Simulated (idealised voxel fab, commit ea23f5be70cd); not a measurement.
Documented hereafter: the process module known as voxel plated lines.
Shown is cross-section cut, with a width of 230 nm and square cells of size 5 nm.
A cross-section is written here as square cells arranged in a grid, and it is given in bands from the top down, each band taking up one or more rows of cells.
Band entry format. Leading values: height of top, height of bottom, nm. Remainder: materials in left-to-right order, each with its width in nm. Special words: "all across" on a single material, which then fills the band edge to edge; "air", empty space.
Basically, 0 is our baseline, since under it the wafer straight out of the box is all one material. The bottom band has no lower end and keeps on going down, so it looks like "0 nm and below".
Per-row width for "30->40": begins at first number (top row of band), ends at second number (bottom row), increment between rows held constant.
Key: "remained the same" - step with no changed cell in the cross-section.
"Cavities, closed" specifies each empty space that is not open to the top and that occupies no fewer than 8 cells, using the form width x height at distance, the distance measured from the left edge and all three quantities in nm.
On each step's line, the part that comes after the settings is the simulator's own comment on the step.
"overlay nm", when on a step's line for a step with a mask, measures how far to the right of its planned place the mask lay; a negative measure means to the left.
THE PROCESS STEPS THAT WERE PLANNED ARE LISTED BELOW
1. op RECEIVE | material Si
2. op CONFORMAL_DEP | material Al2O3 | thk nm 5
3. op DIRECTIONAL_DEP | material TiN | thk nm 5
4. op PATTERN | tone open | mask id LINES | material resist | width nm 20 | pitch nm 45 | thk nm 35 | overlay nm 0
5. op EPI | material Ru | thk nm 10
6. op EPI | material Ru | thk nm 5
7. op EPI | material Ru | thk nm 5
8. op STRIP | etch materials resist
9. op DIRECTIONAL_ETCH | etch materials TiN | depth nm 5
10. op CONFORMAL_DEP | material SiO2 | thk nm 5
DELIVERED WAFER IN CROSS-SECTION: STATE AFTER STEP 1
	0 nm and below: Si all across
	Cavities, closed: none
CROSS-SECTION TAKEN AT MODULE COMPLETION ON THE FIRST OF TWO WAFERS; PROCESSED PER THE PLAN
	35 nm to 30 nm: air 30 nm, SiO2 30 nm, air 15 nm, SiO2 30 nm, air 15 nm, SiO2 30 nm, air 15 nm, SiO2 30 nm, air 35 nm
	30 nm to 10 nm: air 30 nm, SiO2 5 nm, Ru 20 nm, SiO2 5 nm, air 15 nm, SiO2 5 nm, Ru 20 nm, SiO2 5 nm, air 15 nm, SiO2 5 nm, Ru 20 nm, SiO2 5 nm, air 15 nm, SiO2 5 nm, Ru 20 nm, SiO2 5 nm, air 35 nm
	10 nm to 5 nm: SiO2 35 nm, TiN 20 nm, SiO2 25 nm, TiN 20 nm, SiO2 25 nm, TiN 20 nm, SiO2 25 nm, TiN 20 nm, SiO2 40 nm
	5 nm to 0 nm: Al2O3 all across
	0 nm and below: Si all across
	Cavities, closed: none
HERE'S THE SECOND OF OUR TWO WAFERS SECTIONED AT MODULE END. SAME START AS THE FIRST, SAME PLAN, BUT ONE MISTAKE GOT MADE RUNNING IT
	15 nm to 5 nm: SiO2 all across
	5 nm to 0 nm: Al2O3 all across
	0 nm and below: Si all across
	Cavities, closed: none
What went wrong in running the wafer? in deviation from the planned setting, step 3 was conducted as op DIRECTIONAL_DEP | material SiO2 | thk nm 5
Final cells, second wafer relative to first, materials higher or lower: Ru: 64 fewer; SiO2: 6 more; TiN: 16 fewer
